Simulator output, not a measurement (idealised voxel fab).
process module | voxel transistor to metal
cross-section cut | 270 nm wide | cells 5 nm
A cross-section is a grid of square cells, given in bands from the top down. A band is one or more rows of cells.
Each band's line starts with the height of the band's top and of its bottom, in nm. Then come its materials from left to right, each with its width in nm. One material with "throughout" fills the band from edge to edge. "air" is empty space.
Height 0 is the level under which the wafer as received is all one material. The lowest band goes on downwards, as in "0 down".
A width such as "30 to 40" changes by the same amount from each row of cells to the next, from the band's top row to its bottom row.
"no change" after a step means that no cell of the cross-section changed.
closed voids: empty space of 8 cells or more with no open way to the top, each as width x height at its distance from the left edge, in nm
after a step's settings: what the simulator itself notes on the step
overlay nm, on a step with a mask: how far to the right of its planned place the mask lay; to the left if negative
plan
1 op RECEIVE | material Si
2 op CONFORMAL_DEP | material SiO2 | thk nm 5
3 op CONFORMAL_DEP | material SiN | thk nm 10
4 op PATTERN | tone cover | mask id ACTIVE | material resist | width nm 95 | pitch nm 125 | thk nm 15 | overlay nm 0
5 op DIRECTIONAL_ETCH | etch materials SiN | depth nm 10
6 op DIRECTIONAL_ETCH | etch materials SiO2 | depth nm 5
7 op DIRECTIONAL_ETCH | etch materials Si | depth nm 20
8 op STRIP | etch materials resist
9 op FILL_DEP | material SiO2 | thk nm 15
10 op CMP | height nm 15
11 op SELECTIVE_ETCH | etch materials SiO2 | depth nm 5
12 op STRIP | etch materials SiN
13 op SELECTIVE_ETCH | etch materials SiO2 | depth nm 5
14 op OXIDIZE | depth nm 5
15 op DIRECTIONAL_DEP | material polySi | thk nm 25
16 op DIRECTIONAL_DEP | material SiCN | thk nm 15
17 op PATTERN | tone cover | mask id GATE | material resist | width nm 25 | pitch nm 125 | thk nm 20 | overlay nm 0
18 op DIRECTIONAL_ETCH | etch materials SiCN | depth nm 25
19 op DIRECTIONAL_ETCH | etch materials polySi | depth nm 35
20 op STRIP | etch materials resist
21 op CONFORMAL_DEP | material SiO2 | thk nm 5
22 op DIRECTIONAL_ETCH | etch materials SiO2 | depth nm 5
23 op CONFORMAL_DEP | material SiN | thk nm 5
24 op DIRECTIONAL_ETCH | etch materials SiN | depth nm 5
25 op DIRECTIONAL_ETCH | etch materials SiO2 | depth nm 5
26 op DIRECTIONAL_ETCH | etch materials Si | depth nm 10
27 op EPI | material nSi | thk nm 10
28 op FILL_DEP | material SiO2 | thk nm 10
29 op CMP | height nm 40
30 op DIRECTIONAL_DEP | material SiO2 | thk nm 15
31 op DIRECTIONAL_DEP | material aC | thk nm 10
32 op PATTERN | tone open | mask id CONTACT | material resist | width nm 15 | thk nm 30 | overlay nm 0
33 op DIRECTIONAL_ETCH | etch materials aC | depth nm 10
34 op STRIP | etch materials resist
35 op DIRECTIONAL_ETCH | etch materials SiO2 | depth nm 50
36 op STRIP | etch materials aC
37 op CONFORMAL_DEP | material TiN | thk nm 5
38 op FILL_DEP | material W | thk nm 10
39 op CMP | height nm 55
40 op CONFORMAL_DEP | material SiCN | thk nm 5
41 op DIRECTIONAL_DEP | material SiO2 | thk nm 20
42 op DIRECTIONAL_DEP | material aC | thk nm 15
43 op PATTERN | tone open | mask id METAL_1 | material resist | width nm 15 | thk nm 30 | overlay nm 0
44 op DIRECTIONAL_ETCH | etch materials aC | depth nm 15
45 op STRIP | etch materials resist
46 op DIRECTIONAL_ETCH | etch materials SiO2 | depth nm 20
47 op DIRECTIONAL_ETCH | etch materials SiCN | depth nm 5
48 op STRIP | etch materials aC
49 op CONFORMAL_DEP | material TiN | thk nm 5
50 op FILL_DEP | material Cu | thk nm 5
51 op CMP | height nm 80
52 op EPI | material Ru | thk nm 5
53 op FILL_DEP | material SiCN | thk nm 5
as received, after step 1
  0 down: Si throughout
  closed voids: none
first wafer at the end, as planned
  90 to 85: SiCN throughout
  85 to 80: SiCN 25 | Ru 25 | SiCN 45 | Ru 25 | SiCN 30 | Ru 25 | SiCN 45 | Ru 25 | SiCN 25
  80 to 60: SiO2 30 | TiN 5 | Cu 5 | TiN 5 | SiO2 55 | TiN 5 | Cu 5 | TiN 5 | SiO2 40 | TiN 5 | Cu 5 | TiN 5 | SiO2 55 | TiN 5 | Cu 5 | TiN 5 | SiO2 30
  60 to 55: SiCN 30 | TiN 15 | SiCN 55 | TiN 15 | SiCN 40 | TiN 15 | SiCN 55 | TiN 15 | SiCN 30
  55 to 40: SiO2 30 | TiN 5 | W 5 | TiN 5 | SiO2 55 | TiN 5 | W 5 | TiN 5 | SiO2 40 | TiN 5 | W 5 | TiN 5 | SiO2 55 | TiN 5 | W 5 | TiN 5 | SiO2 30
  40 to 25: SiO2 30 | TiN 5 | W 5 | TiN 5 | SiO2 5 | SiN 5 | SiO2 5 | SiCN 25 | SiO2 5 | SiN 5 | SiO2 5 | TiN 5 | W 5 | TiN 5 | SiO2 40 | TiN 5 | W 5 | TiN 5 | SiO2 5 | SiN 5 | SiO2 5 | SiCN 25 | SiO2 5 | SiN 5 | SiO2 5 | TiN 5 | W 5 | TiN 5 | SiO2 30
  25 to 10: SiO2 30 | TiN 5 | W 5 | TiN 5 | SiO2 5 | SiN 5 | SiO2 5 | polySi 25 | SiO2 5 | SiN 5 | SiO2 5 | TiN 5 | W 5 | TiN 5 | SiO2 40 | TiN 5 | W 5 | TiN 5 | SiO2 5 | SiN 5 | SiO2 5 | polySi 25 | SiO2 5 | SiN 5 | SiO2 5 | TiN 5 | W 5 | TiN 5 | SiO2 30
  10 to 5: SiO2 30 | TiN 15 | SiO2 5 | SiN 5 | SiO2 5 | polySi 25 | SiO2 5 | SiN 5 | SiO2 5 | TiN 15 | SiO2 40 | TiN 15 | SiO2 5 | SiN 5 | SiO2 5 | polySi 25 | SiO2 5 | SiN 5 | SiO2 5 | TiN 15 | SiO2 30
  5 to 0: SiO2 25 | SiN 5 | nSi 20 | SiN 5 | SiO2 5 | polySi 25 | SiO2 5 | SiN 5 | nSi 20 | SiN 5 | SiO2 30 | SiN 5 | nSi 20 | SiN 5 | SiO2 5 | polySi 25 | SiO2 5 | SiN 5 | nSi 20 | SiN 5 | SiO2 25
  0 to -5: SiO2 30 | nSi 20 | SiO2 45 | nSi 20 | SiO2 40 | nSi 20 | SiO2 45 | nSi 20 | SiO2 30
  -5 to -15: SiO2 25 | Si 5 | nSi 20 | Si 45 | nSi 20 | Si 5 | SiO2 30 | Si 5 | nSi 20 | Si 45 | nSi 20 | Si 5 | SiO2 25
  -15 to -20: SiO2 25 | Si 95 | SiO2 30 | Si 95 | SiO2 25
  -20 down: Si throughout
  closed voids: none
second wafer at the end: like start, like plan, one mistake
  90 to 85: SiCN throughout
  85 to 80: SiCN 20 | Ru 35 | SiCN 35 | Ru 35 | SiCN 20 | Ru 35 | SiCN 35 | Ru 35 | SiCN 20
  80 to 60: SiO2 25 | TiN 5 | Cu 15 | TiN 5 | SiO2 45 | TiN 5 | Cu 15 | TiN 5 | SiO2 30 | TiN 5 | Cu 15 | TiN 5 | SiO2 45 | TiN 5 | Cu 15 | TiN 5 | SiO2 25
  60 to 55: SiCN 25 | TiN 25 | SiCN 45 | TiN 25 | SiCN 30 | TiN 25 | SiCN 45 | TiN 25 | SiCN 25
  55 to 40: SiO2 30 | TiN 5 | W 5 | TiN 5 | SiO2 55 | TiN 5 | W 5 | TiN 5 | SiO2 40 | TiN 5 | W 5 | TiN 5 | SiO2 55 | TiN 5 | W 5 | TiN 5 | SiO2 30
  40 to 25: SiO2 30 | TiN 5 | W 5 | TiN 5 | SiO2 5 | SiN 5 | SiO2 5 | SiCN 25 | SiO2 5 | SiN 5 | SiO2 5 | TiN 5 | W 5 | TiN 5 | SiO2 40 | TiN 5 | W 5 | TiN 5 | SiO2 5 | SiN 5 | SiO2 5 | SiCN 25 | SiO2 5 | SiN 5 | SiO2 5 | TiN 5 | W 5 | TiN 5 | SiO2 30
  25 to 10: SiO2 30 | TiN 5 | W 5 | TiN 5 | SiO2 5 | SiN 5 | SiO2 5 | polySi 25 | SiO2 5 | SiN 5 | SiO2 5 | TiN 5 | W 5 | TiN 5 | SiO2 40 | TiN 5 | W 5 | TiN 5 | SiO2 5 | SiN 5 | SiO2 5 | polySi 25 | SiO2 5 | SiN 5 | SiO2 5 | TiN 5 | W 5 | TiN 5 | SiO2 30
  10 to 5: SiO2 30 | TiN 15 | SiO2 5 | SiN 5 | SiO2 5 | polySi 25 | SiO2 5 | SiN 5 | SiO2 5 | TiN 15 | SiO2 40 | TiN 15 | SiO2 5 | SiN 5 | SiO2 5 | polySi 25 | SiO2 5 | SiN 5 | SiO2 5 | TiN 15 | SiO2 30
  5 to 0: SiO2 25 | SiN 5 | nSi 20 | SiN 5 | SiO2 5 | polySi 25 | SiO2 5 | SiN 5 | nSi 20 | SiN 5 | SiO2 30 | SiN 5 | nSi 20 | SiN 5 | SiO2 5 | polySi 25 | SiO2 5 | SiN 5 | nSi 20 | SiN 5 | SiO2 25
  0 to -5: SiO2 30 | nSi 20 | SiO2 45 | nSi 20 | SiO2 40 | nSi 20 | SiO2 45 | nSi 20 | SiO2 30
  -5 to -15: SiO2 25 | Si 5 | nSi 20 | Si 45 | nSi 20 | Si 5 | SiO2 30 | Si 5 | nSi 20 | Si 45 | nSi 20 | Si 5 | SiO2 25
  -15 to -20: SiO2 25 | Si 95 | SiO2 30 | Si 95 | SiO2 25
  -20 down: Si throughout
  closed voids: none
what went wrong: step 43 ran as: op PATTERN | tone open | mask id METAL_1 | material resist | width nm 25 | thk nm 30 | overlay nm 0
at the end the second wafer has, in cells: 32 more of Cu | 8 more of Ru | 16 fewer of SiCN | 32 fewer of SiO2 | 8 more of TiN
